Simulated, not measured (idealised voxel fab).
Presented below is a process module, voxel transistor to metal.
We display cut, a cross-section 215 nm in width whose square cells are each 5 nm.
Think of the cross-section as a grid of square cells. We describe it in bands, top to bottom, and each band covers one or more rows of those cells.
It is stipulated that each band's entry specify, in nanometres, the height of the top of the band and then that of its bottom, followed by the materials of the band in left-to-right sequence, each together with its width in nanometres. A single material marked by the word "full width" is understood to fill the band from edge to edge; the word "empty" is understood to denote empty space.
Basically, 0 is our baseline, since under it the wafer straight out of the box is all one material. The bottom band has no lower end and keeps on going down, so it looks like "z 0 and below".
A width given as "30 to 40" starts at the first number in the band's top row and ends at the second number in its bottom row, shifting by an equal amount at every step from row to row.
It should be understood that the words "no alteration", when stated for a given step, signify that the cross-section underwent no change in any of its cells during that step.
Closed empty spaces (no open way to the top) of 8 cells or more are what "Sealed-off cavities" lists, each as width x height at distance from the left edge, nm for all three.
It should be noted that, on the line of a given step, the content following the step's settings is a remark produced by the simulator itself with respect to that step.
"overlay nm" denotes, for a step that has a mask, the displacement of the mask to the right of its planned place, with negative values corresponding to the left.
Heads up before you read on: it's before/after pairs around one process step each, after side only down to the lowest band that changed, step plus settings under the pair. Pairs can be from different runs of this module, same starting wafer, so only chain a pair onto the one above if its "Pre-step view" entry says so.

Pre-step view
* z 0 and below = Si full width
* Sealed-off cavities: none

Cross-Section Thereafter
* z 5 to 0 = SiO2 full width
* For the remainder of the cross-section, below 0, there is no change.
* Sealed-off cavities: none
Here is the step that sits between the two cross-sections above: CONFORMAL_DEP | material SiO2 | thk nm 5

Pre-step view: after-step cross-section of the pair just above applies.

Cross-Section Thereafter
* z 20 to 5 = SiN full width
* For the remainder of the cross-section, below 5, there is no change.
* Sealed-off cavities: none
Here is the step that sits between the two cross-sections above: CONFORMAL_DEP | material SiN | thk nm 15

Pre-step view: after-step cross-section of the pair just above applies.

Cross-Section Thereafter
* z 35 to 20 = empty: 50, then resist: 110, then empty: 55
* For the remainder of the cross-section, below 20, there is no change.
* Sealed-off cavities: none
Here is the step that sits between the two cross-sections above: PATTERN | tone cover | mask id ACTIVE | material resist | width nm 110 | thk nm 15 | overlay nm 0

Pre-step view: after-step cross-section of the pair just above applies.

Cross-Section Thereafter
* z 35 to 20 = empty: 50, then resist: 110, then empty: 55
* z 20 to 5 = empty: 50, then SiN: 110, then empty: 55
* For the remainder of the cross-section, below 5, there is no change.
* Sealed-off cavities: none
Here is the step that sits between the two cross-sections above: DIRECTIONAL_ETCH | etch materials SiN | depth nm 15

Pre-step view: after-step cross-section of the pair just above applies.

Cross-Section Thereafter
* z 35 to 20 = empty: 50, then resist: 110, then empty: 55
* z 20 to 5 = empty: 50, then SiN: 110, then empty: 55
* z 5 to 0 = empty: 50, then SiO2: 110, then empty: 55
* For the remainder of the cross-section, below 0, there is no change.
* Sealed-off cavities: none
Here is the step that sits between the two cross-sections above: DIRECTIONAL_ETCH | etch materials SiO2 | depth nm 5

Pre-step view: after-step cross-section of the pair just above applies.

Cross-Section Thereafter
* z 35 to 20 = empty: 50, then resist: 110, then empty: 55
* z 20 to 5 = empty: 50, then SiN: 110, then empty: 55
* z 5 to 0 = empty: 50, then SiO2: 110, then empty: 55
* z 0 to -20 = empty: 50, then Si: 110, then empty: 55
* For the remainder of the cross-section, below -20, there is no change.
* Sealed-off cavities: none
Here is the step that sits between the two cross-sections above: DIRECTIONAL_ETCH | etch materials Si | depth nm 20

Pre-step view: after-step cross-section of the pair just above applies.

Cross-Section Thereafter
* z 20 to 5 = empty: 50, then SiN: 110, then empty: 55
* For the remainder of the cross-section, below 5, there is no change.
* Sealed-off cavities: none
Here is the step that sits between the two cross-sections above: STRIP | etch materials resist

Pre-step view: after-step cross-section of the pair just above applies.

Cross-Section Thereafter
* z 20 to 5 = empty: 50, then SiN: 110, then empty: 55
* z 5 to 0 = empty: 50, then SiO2: 110, then empty: 55
* z 0 to -20 = empty: 50, then SiO2: 5, then Si: 100, then SiO2: 5, then empty: 55
* z -20 to -25 = SiO2: 55, then Si: 100, then SiO2: 60
* For the remainder of the cross-section, below -25, there is no change.
* Sealed-off cavities: none
Here is the step that sits between the two cross-sections above: OXIDIZE | depth nm 5

Pre-step view: after-step cross-section of the pair just above applies.

Cross-Section Thereafter
* z 35 to 20 = SiO2 full width
* z 20 to 5 = SiO2: 50, then SiN: 110, then SiO2: 55
* z 5 to 0 = SiO2 full width
* z 0 to -25 = SiO2: 55, then Si: 100, then SiO2: 60
* For the remainder of the cross-section, below -25, there is no change.
* Sealed-off cavities: none
Here is the step that sits between the two cross-sections above: FILL_DEP | material SiO2 | thk nm 15

Pre-step view: after-step cross-section of the pair just above applies.

Cross-Section Thereafter
* z 20 to 5 = SiO2: 50, then SiN: 110, then SiO2: 55
* For the remainder of the cross-section, below 5, there is no change.
* Sealed-off cavities: none
Here is the step that sits between the two cross-sections above: CMP | height nm 20

Pre-step view: after-step cross-section of the pair just above applies.

Cross-Section Thereafter
* z 20 to 10 = empty: 50, then SiN: 110, then empty: 55
* For the remainder of the cross-section, below 10, there is no change.
* Sealed-off cavities: none
Here is the step that sits between the two cross-sections above: SELECTIVE_ETCH | etch materials SiO2 | depth nm 10

Pre-step view: after-step cross-section of the pair just above applies.

Cross-Section Thereafter
* z 10 to 5 = SiO2: 50, then empty: 110, then SiO2: 55
* For the remainder of the cross-section, below 5, there is no change.
* Sealed-off cavities: none
Here is the step that sits between the two cross-sections above: STRIP | etch materials SiN

Pre-step view: after-step cross-section of the pair just above applies.

Cross-Section Thereafter
* z 5 to 0 = SiO2: 45, then empty: 120, then SiO2: 50
* For the remainder of the cross-section, below 0, there is no change.
* Sealed-off cavities: none
Here is the step that sits between the two cross-sections above: SELECTIVE_ETCH | etch materials SiO2 | depth nm 5

Pre-step view: after-step cross-section of the pair just above applies.

Cross-Section Thereafter
* z 5 to 0 = SiO2: 45, then empty: 120, then SiO2: 50
* z 0 to -5 = SiO2 full width
* For the remainder of the cross-section, below -5, there is no change.
* Sealed-off cavities: none
Here is the step that sits between the two cross-sections above: OXIDIZE | depth nm 5

Pre-step view: after-step cross-section of the pair just above applies.

Cross-Section Thereafter
* z 30 to 25 = polySi: 45, then empty: 120, then polySi: 50
* z 25 to 5 = polySi full width
* z 5 to 0 = SiO2: 45, then polySi: 120, then SiO2: 50
* For the remainder of the cross-section, below 0, there is no change.
* Sealed-off cavities: none
Here is the step that sits between the two cross-sections above: DIRECTIONAL_DEP | material polySi | thk nm 25

Pre-step view: after-step cross-section of the pair just above applies.

Cross-Section Thereafter
* z 40 to 35 = SiCN: 45, then empty: 120, then SiCN: 50
* z 35 to 30 = SiCN full width
* z 30 to 25 = polySi: 45, then SiCN: 120, then polySi: 50
* For the remainder of the cross-section, below 25, there is no change.
* Sealed-off cavities: none
Here is the step that sits between the two cross-sections above: DIRECTIONAL_DEP | material SiCN | thk nm 10

Pre-step view: after-step cross-section of the pair just above applies.

Cross-Section Thereafter
* z 35 to 30 = empty: 95, then SiCN: 20, then empty: 100
* z 30 to 25 = polySi: 45, then empty: 50, then SiCN: 20, then empty: 50, then polySi: 50
* For the remainder of the cross-section, below 25, there is no change.
* Sealed-off cavities: none
Here is the step that sits between the two cross-sections above: MASKED_ETCH | tone cover | mask id GATE | width nm 20 | etch materials SiCN | depth nm 20 | overlay nm 0

Pre-step view: after-step cross-section of the pair just above applies.

Cross-Section Thereafter
* z 35 to 25 = empty: 95, then SiCN: 20, then empty: 100
* z 25 to 5 = empty: 95, then polySi: 20, then empty: 100
* z 5 to 0 = SiO2: 45, then empty: 50, then polySi: 20, then empty: 50, then SiO2: 50
* For the remainder of the cross-section, below 0, there is no change.
* Sealed-off cavities: none
Here is the step that sits between the two cross-sections above: MASKED_ETCH | tone cover | mask id GATE | width nm 20 | etch materials polySi | depth nm 35 | overlay nm 0

Pre-step view: after-step cross-section of the pair just above applies.

Cross-Section Thereafter
* z 40 to 35 = empty: 90, then SiO2: 30, then empty: 95
* z 35 to 25 = empty: 90, then SiO2: 5, then SiCN: 20, then SiO2: 5, then empty: 95
* z 25 to 10 = empty: 90, then SiO2: 5, then polySi: 20, then SiO2: 5, then empty: 95
* z 10 to 5 = SiO2: 50, then empty: 40, then SiO2: 5, then polySi: 20, then SiO2: 5, then empty: 40, then SiO2: 55
* z 5 to 0 = SiO2: 95, then polySi: 20, then SiO2: 100
* For the remainder of the cross-section, below 0, there is no change.
* Sealed-off cavities: none
Here is the step that sits between the two cross-sections above: CONFORMAL_DEP | material SiO2 | thk nm 5

Pre-step view: after-step cross-section of the pair just above applies.

Cross-Section Thereafter
* z 35 to 25 = empty: 90, then SiO2: 5, then SiCN: 20, then SiO2: 5, then empty: 95
* z 25 to 5 = empty: 90, then SiO2: 5, then polySi: 20, then SiO2: 5, then empty: 95
* z 5 to 0 = SiO2: 50, then empty: 40, then SiO2: 5, then polySi: 20, then SiO2: 5, then empty: 40, then SiO2: 55
* For the remainder of the cross-section, below 0, there is no change.
* Sealed-off cavities: none
Here is the step that sits between the two cross-sections above: DIRECTIONAL_ETCH | etch materials SiO2 | depth nm 5

Pre-step view: after-step cross-section of the pair just above applies.

Cross-Section Thereafter
* z 40 to 35 = empty: 85, then SiN: 40, then empty: 90
* z 35 to 25 = empty: 85, then SiN: 5, then SiO2: 5, then SiCN: 20, then SiO2: 5, then SiN: 5, then empty: 90
* z 25 to 10 = empty: 85, then SiN: 5, then SiO2: 5, then polySi: 20, then SiO2: 5, then SiN: 5, then empty: 90
* z 10 to 5 = SiN: 55, then empty: 30, then SiN: 5, then SiO2: 5, then polySi: 20, then SiO2: 5, then SiN: 5, then empty: 30, then SiN: 60
* z 5 to 0 = SiO2: 50, then SiN: 40, then SiO2: 5, then polySi: 20, then SiO2: 5, then SiN: 40, then SiO2: 55
* For the remainder of the cross-section, below 0, there is no change.
* Sealed-off cavities: none
Here is the step that sits between the two cross-sections above: CONFORMAL_DEP | material SiN | thk nm 5

Pre-step view: after-step cross-section of the pair just above applies.

Cross-Section Thereafter
* z 35 to 25 = empty: 85, then SiN: 5, then SiO2: 5, then SiCN: 20, then SiO2: 5, then SiN: 5, then empty: 90
* z 25 to 5 = empty: 85, then SiN: 5, then SiO2: 5, then polySi: 20, then SiO2: 5, then SiN: 5, then empty: 90
* z 5 to 0 = SiO2: 50, then SiN: 5, then empty: 30, then SiN: 5, then SiO2: 5, then polySi: 20, then SiO2: 5, then SiN: 5, then empty: 30, then SiN: 5, then SiO2: 55
* For the remainder of the cross-section, below 0, there is no change.
* Sealed-off cavities: none
Here is the step that sits between the two cross-sections above: DIRECTIONAL_ETCH | etch materials SiN | depth nm 5

Pre-step view: after-step cross-section of the pair just above applies.

Cross-Section Thereafter
* z 35 to 30 = empty: 85, then SiN: 5, then empty: 5, then SiCN: 20, then empty: 5, then SiN: 5, then empty: 90
* z 30 to 25 = empty: 85, then SiN: 5, then SiO2: 5, then SiCN: 20, then SiO2: 5, then SiN: 5, then empty: 90
* z 25 to 5 = empty: 85, then SiN: 5, then SiO2: 5, then polySi: 20, then SiO2: 5, then SiN: 5, then empty: 90
* z 5 to 0 = empty: 50, then SiN: 5, then empty: 30, then SiN: 5, then SiO2: 5, then polySi: 20, then SiO2: 5, then SiN: 5, then empty: 30, then SiN: 5, then empty: 55
* z 0 to -5 = SiO2: 55, then empty: 30, then SiO2: 40, then empty: 30, then SiO2: 60
* For the remainder of the cross-section, below -5, there is no change.
* Sealed-off cavities: none
Here is the step that sits between the two cross-sections above: DIRECTIONAL_ETCH | etch materials SiO2 | depth nm 5

Pre-step view: after-step cross-section of the pair just above applies.

Cross-Section Thereafter
* z 35 to 30 = empty: 85, then SiN: 5, then empty: 5, then SiCN: 20, then empty: 5, then SiN: 5, then empty: 90
* z 30 to 25 = empty: 85, then SiN: 5, then SiO2: 5, then SiCN: 20, then SiO2: 5, then SiN: 5, then empty: 90
* z 25 to 5 = empty: 85, then SiN: 5, then SiO2: 5, then polySi: 20, then SiO2: 5, then SiN: 5, then empty: 90
* z 5 to 0 = empty: 50, then SiN: 5, then empty: 30, then SiN: 5, then SiO2: 5, then polySi: 20, then SiO2: 5, then SiN: 5, then empty: 30, then SiN: 5, then empty: 55
* z 0 to -5 = SiO2: 55, then empty: 30, then SiO2: 40, then empty: 30, then SiO2: 60
* z -5 to -15 = SiO2: 55, then empty: 30, then Si: 40, then empty: 30, then SiO2: 60
* For the remainder of the cross-section, below -15, there is no change.
* Sealed-off cavities: none
Here is the step that sits between the two cross-sections above: DIRECTIONAL_ETCH | etch materials Si | depth nm 10

Pre-step view: after-step cross-section of the pair just above applies.

Cross-Section Thereafter
* z 35 to 30 = empty: 85, then SiN: 5, then empty: 5, then SiCN: 20, then empty: 5, then SiN: 5, then empty: 90
* z 30 to 25 = empty: 85, then SiN: 5, then SiO2: 5, then SiCN: 20, then SiO2: 5, then SiN: 5, then empty: 90
* z 25 to 10 = empty: 85, then SiN: 5, then SiO2: 5, then polySi: 20, then SiO2: 5, then SiN: 5, then empty: 90
* z 10 to 5 = empty: 70, then SiGe: 15, then SiN: 5, then SiO2: 5, then polySi: 20, then SiO2: 5, then SiN: 5, then SiGe: 15, then empty: 75
* z 5 to 0 = empty: 50, then SiN: 5, then empty: 15, then SiGe: 15, then SiN: 5, then SiO2: 5, then polySi: 20, then SiO2: 5, then SiN: 5, then SiGe: 15, then empty: 15, then SiN: 5, then empty: 55
* z 0 to -5 = SiO2: 55, then SiGe: 30, then SiO2: 40, then SiGe: 30, then SiO2: 60
* z -5 to -15 = SiO2: 55, then SiGe: 30, then Si: 40, then SiGe: 30, then SiO2: 60
* For the remainder of the cross-section, below -15, there is no change.
* Sealed-off cavities: none
Here is the step that sits between the two cross-sections above: EPI | material SiGe | thk nm 15

Pre-step view: after-step cross-section of the pair just above applies.

Cross-Section Thereafter
* z 40 to 35 = SiO2 full width
* z 35 to 25 = SiO2: 85, then SiN: 5, then SiO2: 5, then SiCN: 20, then SiO2: 5, then SiN: 5, then SiO2: 90
* z 25 to 10 = SiO2: 85, then SiN: 5, then SiO2: 5, then polySi: 20, then SiO2: 5, then SiN: 5, then SiO2: 90
* z 10 to 5 = SiO2: 70, then SiGe: 15, then SiN: 5, then SiO2: 5, then polySi: 20, then SiO2: 5, then SiN: 5, then SiGe: 15, then SiO2: 75
* z 5 to 0 = SiO2: 50, then SiN: 5, then SiO2: 15, then SiGe: 15, then SiN: 5, then SiO2: 5, then polySi: 20, then SiO2: 5, then SiN: 5, then SiGe: 15, then SiO2: 15, then SiN: 5, then SiO2: 55
* For the remainder of the cross-section, below 0, there is no change.
* Sealed-off cavities: none
Here is the step that sits between the two cross-sections above: FILL_DEP | material SiO2 | thk nm 5

Pre-step view: after-step cross-section of the pair just above applies.

Cross-Section Thereafter
* z 35 to 25 = SiO2: 85, then SiN: 5, then SiO2: 5, then SiCN: 20, then SiO2: 5, then SiN: 5, then SiO2: 90
* For the remainder of the cross-section, below 25, there is no change.
* Sealed-off cavities: none
Here is the step that sits between the two cross-sections above: CMP | height nm 35

Pre-step view: after-step cross-section of the pair just above applies.

Cross-Section Thereafter
* z 50 to 35 = SiO2 full width
* For the remainder of the cross-section, below 35, there is no change.
* Sealed-off cavities: none
Here is the step that sits between the two cross-sections above: DIRECTIONAL_DEP | material SiO2 | thk nm 15

Pre-step view: after-step cross-section of the pair just above applies.

Cross-Section Thereafter
* z 60 to 50 = aC full width
* For the remainder of the cross-section, below 50, there is no change.
* Sealed-off cavities: none
Here is the step that sits between the two cross-sections above: DIRECTIONAL_DEP | material aC | thk nm 10

Pre-step view: after-step cross-section of the pair just above applies.

Cross-Section Thereafter
* z 90 to 60 = resist: 60, then empty: 20, then resist: 50, then empty: 20, then resist: 65
* For the remainder of the cross-section, below 60, there is no change.
* Sealed-off cavities: none
Here is the step that sits between the two cross-sections above: PATTERN | tone open | mask id CONTACT | material resist | width nm 20 | pitch nm 70 | thk nm 30 | overlay nm 0

Pre-step view: after-step cross-section of the pair just above applies.

Cross-Section Thereafter
* z 80 to 60 = resist: 60, then empty: 20, then resist: 50, then empty: 20, then resist: 65
* z 60 to 50 = aC: 60, then empty: 20, then aC: 50, then empty: 20, then aC: 65
* For the remainder of the cross-section, below 50, there is no change.
* Sealed-off cavities: none
Here is the step that sits between the two cross-sections above: DIRECTIONAL_ETCH | etch materials aC | depth nm 10

Pre-step view: after-step cross-section of the pair just above applies.

Cross-Section Thereafter
* z 60 to 50 = aC: 60, then empty: 20, then aC: 50, then empty: 20, then aC: 65
* For the remainder of the cross-section, below 50, there is no change.
* Sealed-off cavities: none
Here is the step that sits between the two cross-sections above: STRIP | etch materials resist

Pre-step view: after-step cross-section of the pair just above applies.

Cross-Section Thereafter
* z 60 to 50 = aC: 60, then empty: 20, then aC: 50, then empty: 20, then aC: 65
* z 50 to 35 = SiO2: 60, then empty: 20, then SiO2: 50, then empty: 20, then SiO2: 65
* z 35 to 25 = SiO2: 60, then empty: 20, then SiO2: 5, then SiN: 5, then SiO2: 5, then SiCN: 20, then SiO2: 5, then SiN: 5, then SiO2: 5, then empty: 20, then SiO2: 65
* z 25 to 10 = SiO2: 60, then empty: 20, then SiO2: 5, then SiN: 5, then SiO2: 5, then polySi: 20, then SiO2: 5, then SiN: 5, then SiO2: 5, then empty: 20, then SiO2: 65
* z 10 to 5 = SiO2: 60, then empty: 10, then SiGe: 15, then SiN: 5, then SiO2: 5, then polySi: 20, then SiO2: 5, then SiN: 5, then SiGe: 15, then empty: 10, then SiO2: 65
* z 5 to 0 = SiO2: 50, then SiN: 5, then SiO2: 5, then empty: 10, then SiGe: 15, then SiN: 5, then SiO2: 5, then polySi: 20, then SiO2: 5, then SiN: 5, then SiGe: 15, then empty: 10, then SiO2: 5, then SiN: 5, then SiO2: 55
* For the remainder of the cross-section, below 0, there is no change.
* Sealed-off cavities: none
Here is the step that sits between the two cross-sections above: DIRECTIONAL_ETCH | etch materials SiO2 | depth nm 50

Pre-step view: after-step cross-section of the pair just above applies.

Cross-Section Thereafter
* z 50 to 35 = SiO2: 60, then empty: 20, then SiO2: 50, then empty: 20, then SiO2: 65
* For the remainder of the cross-section, below 35, there is no change.
* Sealed-off cavities: none
Here is the step that sits between the two cross-sections above: STRIP | etch materials aC

Pre-step view: after-step cross-section of the pair just above applies.

Cross-Section Thereafter
* z 55 to 50 = TiN: 65, then empty: 10, then TiN: 60, then empty: 10, then TiN: 70
* z 50 to 35 = SiO2: 60, then TiN: 5, then empty: 10, then TiN: 5, then SiO2: 50, then TiN: 5, then empty: 10, then TiN: 5, then SiO2: 65
* z 35 to 25 = SiO2: 60, then TiN: 5, then empty: 10, then TiN: 5, then SiO2: 5, then SiN: 5, then SiO2: 5, then SiCN: 20, then SiO2: 5, then SiN: 5, then SiO2: 5, then TiN: 5, then empty: 10, then TiN: 5, then SiO2: 65
* z 25 to 15 = SiO2: 60, then TiN: 5, then empty: 10, then TiN: 5, then SiO2: 5, then SiN: 5, then SiO2: 5, then polySi: 20, then SiO2: 5, then SiN: 5, then SiO2: 5, then TiN: 5, then empty: 10, then TiN: 5, then SiO2: 65
* z 15 to 10 = SiO2: 60, then TiN: 20, then SiO2: 5, then SiN: 5, then SiO2: 5, then polySi: 20, then SiO2: 5, then SiN: 5, then SiO2: 5, then TiN: 20, then SiO2: 65
* z 10 to 5 = SiO2: 60, then TiN: 10, then SiGe: 15, then SiN: 5, then SiO2: 5, then polySi: 20, then SiO2: 5, then SiN: 5, then SiGe: 15, then TiN: 10, then SiO2: 65
* z 5 to 0 = SiO2: 50, then SiN: 5, then SiO2: 5, then TiN: 10, then SiGe: 15, then SiN: 5, then SiO2: 5, then polySi: 20, then SiO2: 5, then SiN: 5, then SiGe: 15, then TiN: 10, then SiO2: 5, then SiN: 5, then SiO2: 55
* For the remainder of the cross-section, below 0, there is no change.
* Sealed-off cavities: none
Here is the step that sits between the two cross-sections above: CONFORMAL_DEP | material TiN | thk nm 5

Pre-step view: after-step cross-section of the pair just above applies.

Cross-Section Thereafter
* z 65 to 55 = W full width
* z 55 to 50 = TiN: 65, then W: 10, then TiN: 60, then W: 10, then TiN: 70
* z 50 to 35 = SiO2: 60, then TiN: 5, then W: 10, then TiN: 5, then SiO2: 50, then TiN: 5, then W: 10, then TiN: 5, then SiO2: 65
* z 35 to 25 = SiO2: 60, then TiN: 5, then W: 10, then TiN: 5, then SiO2: 5, then SiN: 5, then SiO2: 5, then SiCN: 20, then SiO2: 5, then SiN: 5, then SiO2: 5, then TiN: 5, then W: 10, then TiN: 5, then SiO2: 65
* z 25 to 15 = SiO2: 60, then TiN: 5, then W: 10, then TiN: 5, then SiO2: 5, then SiN: 5, then SiO2: 5, then polySi: 20, then SiO2: 5, then SiN: 5, then SiO2: 5, then TiN: 5, then W: 10, then TiN: 5, then SiO2: 65
* For the remainder of the cross-section, below 15, there is no change.
* Sealed-off cavities: none
Here is the step that sits between the two cross-sections above: FILL_DEP | material W | thk nm 10

Pre-step view: after-step cross-section of the pair just above applies.

Cross-Section Thereafter
* z 50 to 35 = SiO2: 60, then TiN: 5, then W: 10, then TiN: 5, then SiO2: 50, then TiN: 5, then W: 10, then TiN: 5, then SiO2: 65
* For the remainder of the cross-section, below 35, there is no change.
* Sealed-off cavities: none
Here is the step that sits between the two cross-sections above: CMP | height nm 50

Pre-step view: after-step cross-section of the pair just above applies.

Cross-Section Thereafter
* z 55 to 50 = TiN full width
* For the remainder of the cross-section, below 50, there is no change.
* Sealed-off cavities: none
Here is the step that sits between the two cross-sections above: DIRECTIONAL_DEP | material TiN | thk nm 5

Pre-step view: after-step cross-section of the pair just above applies.

Cross-Section Thereafter
* z 80 to 55 = Ru full width
* For the remainder of the cross-section, below 55, there is no change.
* Sealed-off cavities: none
Here is the step that sits between the two cross-sections above: DIRECTIONAL_DEP | material Ru | thk nm 25

Pre-step view: after-step cross-section of the pair just above applies.

Cross-Section Thereafter
* z 95 to 80 = aC full width
* For the remainder of the cross-section, below 80, there is no change.
* Sealed-off cavities: none
Here is the step that sits between the two cross-sections above: DIRECTIONAL_DEP | material aC | thk nm 15

Pre-step view: after-step cross-section of the pair just above applies.

Cross-Section Thereafter
* z 130 to 95 = empty: 60, then resist: 20, then empty: 50, then resist: 20, then empty: 65
* For the remainder of the cross-section, below 95, there is no change.
* Sealed-off cavities: none
Here is the step that sits between the two cross-sections above: PATTERN | tone cover | mask id METAL_1 | material resist | width nm 20 | pitch nm 70 | thk nm 35 | overlay nm 0

Pre-step view: after-step cross-section of the pair just above applies.

Cross-Section Thereafter
* z 115 to 95 = empty: 60, then resist: 20, then empty: 50, then resist: 20, then empty: 65
* z 95 to 80 = empty: 60, then aC: 20, then empty: 50, then aC: 20, then empty: 65
* For the remainder of the cross-section, below 80, there is no change.
* Sealed-off cavities: none
Here is the step that sits between the two cross-sections above: DIRECTIONAL_ETCH | etch materials aC | depth nm 15

Pre-step view: after-step cross-section of the pair just above applies.

Cross-Section Thereafter
* z 95 to 80 = empty: 60, then aC: 20, then empty: 50, then aC: 20, then empty: 65
* For the remainder of the cross-section, below 80, there is no change.
* Sealed-off cavities: none
Here is the step that sits between the two cross-sections above: STRIP | etch materials resist

Pre-step view: after-step cross-section of the pair just above applies.

Cross-Section Thereafter
* z 95 to 80 = empty: 60, then aC: 20, then empty: 50, then aC: 20, then empty: 65
* z 80 to 55 = empty: 60, then Ru: 20, then empty: 50, then Ru: 20, then empty: 65
* For the remainder of the cross-section, below 55, there is no change.
* Sealed-off cavities: none
Here is the step that sits between the two cross-sections above: DIRECTIONAL_ETCH | etch materials Ru | depth nm 25

Pre-step view: after-step cross-section of the pair just above applies.

Cross-Section Thereafter
* z 95 to 80 = empty: 60, then aC: 20, then empty: 50, then aC: 20, then empty: 65
* z 80 to 55 = empty: 60, then Ru: 20, then empty: 50, then Ru: 20, then empty: 65
* z 55 to 50 = empty: 60, then TiN: 20, then empty: 50, then TiN: 20, then empty: 65
* For the remainder of the cross-section, below 50, there is no change.
* Sealed-off cavities: none
Here is the step that sits between the two cross-sections above: DIRECTIONAL_ETCH | etch materials TiN | depth nm 5

Pre-step view: after-step cross-section of the pair just above applies.

Cross-Section Thereafter
* z 80 to 55 = empty: 60, then Ru: 20, then empty: 50, then Ru: 20, then empty: 65
* For the remainder of the cross-section, below 55, there is no change.
* Sealed-off cavities: none
Here is the step that sits between the two cross-sections above: STRIP | etch materials aC

Pre-step view: after-step cross-section of the pair just above applies.

Cross-Section Thereafter
* z 90 to 80 = lowk full width
* z 80 to 55 = lowk: 60, then Ru: 20, then lowk: 50, then Ru: 20, then lowk: 65
* z 55 to 50 = lowk: 60, then TiN: 20, then lowk: 50, then TiN: 20, then lowk: 65
* For the remainder of the cross-section, below 50, there is no change.
* Sealed-off cavities: none
Here is the step that sits between the two cross-sections above: FILL_DEP | material lowk | thk nm 10

Pre-step view: after-step cross-section of the pair just above applies.

Cross-Section Thereafter
* z 80 to 55 = lowk: 60, then Ru: 20, then lowk: 50, then Ru: 20, then lowk: 65
* For the remainder of the cross-section, below 55, there is no change.
* Sealed-off cavities: none
Here is the step that sits between the two cross-sections above: CMP | height nm 80

Pre-step view: after-step cross-section of the pair just above applies.

Cross-Section Thereafter
* z 85 to 80 = SiCN full width
* For the remainder of the cross-section, below 80, there is no change.
* Sealed-off cavities: none
Here is the step that sits between the two cross-sections above: CONFORMAL_DEP | material SiCN | thk nm 5

Pre-step view
* z 65 to 55 = W full width
* z 55 to 50 = TiN: 65, then W: 10, then TiN: 60, then W: 10, then TiN: 70
* z 50 to 35 = SiO2: 60, then TiN: 5, then W: 10, then TiN: 5, then SiO2: 50, then TiN: 5, then W: 10, then TiN: 5, then SiO2: 65
* z 35 to 25 = SiO2: 60, then TiN: 5, then W: 10, then TiN: 5, then SiO2: 5, then SiN: 5, then SiO2: 5, then SiCN: 20, then SiO2: 5, then SiN: 5, then SiO2: 5, then TiN: 5, then W: 10, then TiN: 5, then SiO2: 65
* z 25 to 15 = SiO2: 60, then TiN: 5, then W: 10, then TiN: 5, then SiO2: 5, then SiN: 5, then SiO2: 5, then polySi: 20, then SiO2: 5, then SiN: 5, then SiO2: 5, then TiN: 5, then W: 10, then TiN: 5, then SiO2: 65
* z 15 to 10 = SiO2: 60, then TiN: 20, then SiO2: 5, then SiN: 5, then SiO2: 5, then polySi: 20, then SiO2: 5, then SiN: 5, then SiO2: 5, then TiN: 20, then SiO2: 65
* z 10 to 5 = SiO2: 60, then TiN: 10, then SiGe: 15, then SiN: 5, then SiO2: 5, then polySi: 20, then SiO2: 5, then SiN: 5, then SiGe: 15, then TiN: 10, then SiO2: 65
* z 5 to 0 = SiO2: 50, then SiN: 5, then SiO2: 5, then TiN: 10, then SiGe: 15, then SiN: 5, then SiO2: 5, then polySi: 20, then SiO2: 5, then SiN: 5, then SiGe: 15, then TiN: 10, then SiO2: 5, then SiN: 5, then SiO2: 55
* z 0 to -5 = SiO2: 55, then SiGe: 30, then SiO2: 40, then SiGe: 30, then SiO2: 60
* z -5 to -15 = SiO2: 55, then SiGe: 30, then Si: 40, then SiGe: 30, then SiO2: 60
* z -15 to -25 = SiO2: 55, then Si: 100, then SiO2: 60
* z -25 and below = Si full width
* Sealed-off cavities: none

Cross-Section Thereafter
* z 70 to 65 = TiN full width
* For the remainder of the cross-section, below 65, there is no change.
* Sealed-off cavities: none
Here is the step that sits between the two cross-sections above: DIRECTIONAL_DEP | material TiN | thk nm 5

Pre-step view: after-step cross-section of the pair just above applies.

Cross-Section Thereafter
* z 95 to 70 = Ru full width
* For the remainder of the cross-section, below 70, there is no change.
* Sealed-off cavities: none
Here is the step that sits between the two cross-sections above: DIRECTIONAL_DEP | material Ru | thk nm 25

Pre-step view: after-step cross-section of the pair just above applies.

Cross-Section Thereafter
* z 110 to 95 = aC full width
* For the remainder of the cross-section, below 95, there is no change.
* Sealed-off cavities: none
Here is the step that sits between the two cross-sections above: DIRECTIONAL_DEP | material aC | thk nm 15

Pre-step view: after-step cross-section of the pair just above applies.

Cross-Section Thereafter
* z 145 to 110 = empty: 60, then resist: 20, then empty: 50, then resist: 20, then empty: 65
* For the remainder of the cross-section, below 110, there is no change.
* Sealed-off cavities: none
Here is the step that sits between the two cross-sections above: PATTERN | tone cover | mask id METAL_1 | material resist | width nm 20 | pitch nm 70 | thk nm 35 | overlay nm 0

Pre-step view: after-step cross-section of the pair just above applies.

Cross-Section Thereafter
* z 130 to 110 = empty: 60, then resist: 20, then empty: 50, then resist: 20, then empty: 65
* z 110 to 95 = empty: 60, then aC: 20, then empty: 50, then aC: 20, then empty: 65
* For the remainder of the cross-section, below 95, there is no change.
* Sealed-off cavities: none
Here is the step that sits between the two cross-sections above: DIRECTIONAL_ETCH | etch materials aC | depth nm 15

Pre-step view: after-step cross-section of the pair just above applies.

Cross-Section Thereafter
* z 110 to 95 = empty: 60, then aC: 20, then empty: 50, then aC: 20, then empty: 65
* For the remainder of the cross-section, below 95, there is no change.
* Sealed-off cavities: none
Here is the step that sits between the two cross-sections above: STRIP | etch materials resist

Pre-step view: after-step cross-section of the pair just above applies.

Cross-Section Thereafter
* z 110 to 95 = empty: 60, then aC: 20, then empty: 50, then aC: 20, then empty: 65
* z 95 to 70 = empty: 60, then Ru: 20, then empty: 50, then Ru: 20, then empty: 65
* For the remainder of the cross-section, below 70, there is no change.
* Sealed-off cavities: none
Here is the step that sits between the two cross-sections above: DIRECTIONAL_ETCH | etch materials Ru | depth nm 25

Pre-step view: after-step cross-section of the pair just above applies.

Cross-Section Thereafter
* z 110 to 95 = empty: 60, then aC: 20, then empty: 50, then aC: 20, then empty: 65
* z 95 to 70 = empty: 60, then Ru: 20, then empty: 50, then Ru: 20, then empty: 65
* z 70 to 65 = empty: 60, then TiN: 20, then empty: 50, then TiN: 20, then empty: 65
* For the remainder of the cross-section, below 65, there is no change.
* Sealed-off cavities: none
Here is the step that sits between the two cross-sections above: DIRECTIONAL_ETCH | etch materials TiN | depth nm 5

Pre-step view: after-step cross-section of the pair just above applies.

Cross-Section Thereafter
* z 95 to 70 = empty: 60, then Ru: 20, then empty: 50, then Ru: 20, then empty: 65
* For the remainder of the cross-section, below 70, there is no change.
* Sealed-off cavities: none
Here is the step that sits between the two cross-sections above: STRIP | etch materials aC
